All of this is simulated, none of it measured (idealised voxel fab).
Process module under the name voxel gate over fins
This is section cut - it's 250 nm across, gridded in 5 nm square cells.
Cross-sections here: square-cell grids, written as top-down lists of bands, a band being one or more rows of cells.
First you get the band's top height and its bottom height, in nm, and then the materials it's made of, left to right, with each width in nm. If you see a single material with "everywhere", that one covers the band edge to edge. "empty" is empty space.
It should be noted that heights are counted from 0, beneath which the wafer as supplied is of one material throughout, and that the lowest band possesses no lower boundary but continues downward, as written in "0 down".
A width such as "30..40" changes by the same amount from each row of cells to the next, from the band's top row to its bottom row.
"changes: none" -> step changed no cross-section cell.
The label "Closed void list" introduces a list of the empty spaces, 8 cells or larger, that have no open way up to the top; each entry in it reads width x height at distance, where the distance is taken from the left edge and all three are stated in nm.
Step line, after settings: the simulator's comment on this step.
Regarding "overlay nm": on a step with a mask, it is the distance the mask lay to the right of its planned place; a negative value places it to the left.
## plan
1. RECEIVE: material Si
2. CONFORMAL_DEP: material SiN, thk nm 5
3. PATTERN: tone cover, mask id FINS, material resist, width nm 15, pitch nm 40, thk nm 15, overlay nm 0
4. DIRECTIONAL_ETCH: etch materials SiN, depth nm 5
5. DIRECTIONAL_ETCH: etch materials Si, depth nm 35
6. STRIP: etch materials resist
7. FILL_DEP: material SiO2, thk nm 15
8. CMP: height nm 5
9. SELECTIVE_ETCH: etch materials SiO2, depth nm 15
10. STRIP: etch materials SiN
11. CONFORMAL_DEP: material HfO2, thk nm 5
12. CONFORMAL_DEP: material TiN, thk nm 5
13. CONFORMAL_DEP: material TiAl, thk nm 5
14. CONFORMAL_DEP: material TiN, thk nm 5
15. FILL_DEP: material W, thk nm 10
16. CMP: height nm 25
17. CONFORMAL_DEP: material SiN, thk nm 10
## Here's what the wafer looked like in cross-section when it arrived - that's after step 1
0 down: Si everywhere
Closed void list: none
## First of two wafers at the end of the module, shown in cross-section; run carried out as planned
35 to 25: SiN everywhere
25 to 20: W everywhere
20 to 15: W 35, then TiN 175, then W 40
15 to 10: W 35, then TiN 5, then TiAl 165, then TiN 5, then W 40
10 to 5: TiN 40, then TiAl 5, then TiN 35, then TiAl 5, then TiN 35, then TiAl 5, then TiN 35, then TiAl 5, then TiN 35, then TiAl 5, then TiN 45
5 to 0: TiAl 45, then TiN 5, then HfO2 25, then TiN 5, then TiAl 5, then TiN 5, then HfO2 25, then TiN 5, then TiAl 5, then TiN 5, then HfO2 25, then TiN 5, then TiAl 5, then TiN 5, then HfO2 25, then TiN 5, then TiAl 50
0 to -5: TiN 50, then HfO2 5, then Si 15, then HfO2 5, then TiN 15, then HfO2 5, then Si 15, then HfO2 5, then TiN 15, then HfO2 5, then Si 15, then HfO2 5, then TiN 15, then HfO2 5, then Si 15, then HfO2 5, then TiN 55
-5 to -10: HfO2 55, then Si 15, then HfO2 25, then Si 15, then HfO2 25, then Si 15, then HfO2 25, then Si 15, then HfO2 60
-10 to -35: SiO2 55, then Si 15, then SiO2 25, then Si 15, then SiO2 25, then Si 15, then SiO2 25, then Si 15, then SiO2 60
-35 down: Si everywhere
Closed void list: none
## Cross-sectional view: second of two wafers, end of module; start and plan identical to the first, one mistake in running
35 to 25: SiN everywhere
25 to 20: W everywhere
20 to 15: W 30, then TiN 185, then W 35
15 to 10: W 30, then TiN 5, then TiAl 175, then TiN 5, then W 35
10 to 5: TiN 35, then TiAl 5, then TiN 165, then TiAl 5, then TiN 40
5 to 0: TiAl 40, then TiN 5, then HfO2 35, then TiN 5, then HfO2 35, then TiN 5, then HfO2 35, then TiN 5, then HfO2 35, then TiN 5, then TiAl 45
0 to -5: TiN 45, then HfO2 5, then Si 25, then HfO2 5, then TiN 5, then HfO2 5, then Si 25, then HfO2 5, then TiN 5, then HfO2 5, then Si 25, then HfO2 5, then TiN 5, then HfO2 5, then Si 25, then HfO2 5, then TiN 50
-5 to -10: HfO2 50, then Si 25, then HfO2 15, then Si 25, then HfO2 15, then Si 25, then HfO2 15, then Si 25, then HfO2 55
-10 to -35: SiO2 50, then Si 25, then SiO2 15, then Si 25, then SiO2 15, then Si 25, then SiO2 15, then Si 25, then SiO2 55
-35 down: Si everywhere
Closed void list: none
In executing the process, a mistake was made relative to the plan: step 3 did not happen as planned, as run it was PATTERN: tone cover, mask id FINS, material resist, width nm 25, pitch nm 40, thk nm 15, overlay nm 0
End check, counted in cells, second wafer has more or fewer of these materials than the first: Si +56 | SiO2 -40 | TiAl -6 | TiN -6 | W -4
